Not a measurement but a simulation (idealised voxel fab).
You're looking at the process module voxel ribs on slabs.
Xsec cut, 240 nm wide, square cell size 5 nm.
Cross-section, as written here: a square-cell grid given band by band from the top down, where a band holds one or more rows of cells.
For a band, the entry starts with two heights in nm, that of the top and then that of the bottom, and carries on with the band's materials in order from left to right, each alongside its width in nm; the word "all across" beside a single material means it fills the band edge to edge, and "blank" means empty space.
Ref level 0: as-received wafer is one material below here. Bottom band extends down with no lower bound ("0..down").
Graded width ("30->40"): value in top row of band = first number; value in bottom row = second number; row-to-row change constant.
"remains unaltered" (step): cross-section cells unchanged, all of them.
"Enclosed internal voids" - sealed voids, min. 8 cells, no opening to top; format: width x height at distance (distance from left edge; nm throughout).
Whatever follows a step's settings on its line is a remark the simulator itself makes about that step.
overlay nm: mask offset rightward from planned place, masked step; negative means leftward offset.
Below is the list of planned process steps:
- 1: RECEIVE [material Si]
- 2: DIRECTIONAL_DEP [material SiO2] [thk nm 30]
- 3: DIRECTIONAL_DEP [material SiN] [thk nm 25]
- 4: MASKED_ETCH [tone cover] [mask id RIB] [width nm 30] [etch materials SiN] [depth nm 20] [overlay nm 0]
- 5: PATTERN [tone cover] [mask id SLAB] [material resist] [width nm 80] [thk nm 20] [overlay nm 0]
- 6: DIRECTIONAL_ETCH [etch materials SiN] [depth nm 5]
- 7: STRIP [etch materials resist]
- 8: FILL_DEP [material SiO2] [thk nm 20]
- 9: CMP [height nm 65]
- 10: DIRECTIONAL_DEP [material TiN] [thk nm 5]
- 11: MASKED_ETCH [tone cover] [mask id HEATER] [width nm 40] [etch materials TiN] [depth nm 5] [overlay nm 0]
- 12: CONFORMAL_DEP [material SiO2] [thk nm 10]
Incoming wafer in cross-section (state: after step 1):
	0..down = Si all across
	Enclosed internal voids: none
First of two wafers: cross-section at end of module, run per plan:
	80..75 = blank: 90, then SiO2: 60, then blank: 90
	75..70 = SiO2 all across
	70..65 = SiO2: 100, then TiN: 40, then SiO2: 100
	65..55 = SiO2 all across
	55..35 = SiO2: 105, then SiN: 30, then SiO2: 105
	35..30 = SiO2: 80, then SiN: 80, then SiO2: 80
	30..0 = SiO2 all across
	0..down = Si all across
	Enclosed internal voids: none
Second wafer through the module, sectioned at the end: same beginning and same plan as the first wafer, with one mistake in carrying it out:
	80..75 = blank: 95, then SiO2: 60, then blank: 85
	75..70 = SiO2 all across
	70..65 = SiO2: 105, then TiN: 40, then SiO2: 95
	65..55 = SiO2 all across
	55..35 = SiO2: 105, then SiN: 30, then SiO2: 105
	35..30 = SiO2: 80, then SiN: 80, then SiO2: 80
	30..0 = SiO2 all across
	0..down = Si all across
	Enclosed internal voids: none
Error vs. plan: rather than as planned, step 11 actually ran as MASKED_ETCH [tone cover] [mask id HEATER] [width nm 40] [etch materials TiN] [depth nm 5] [overlay nm 5]
The two final wafers agree on how many cells each material fills and disagree on which cells those are.
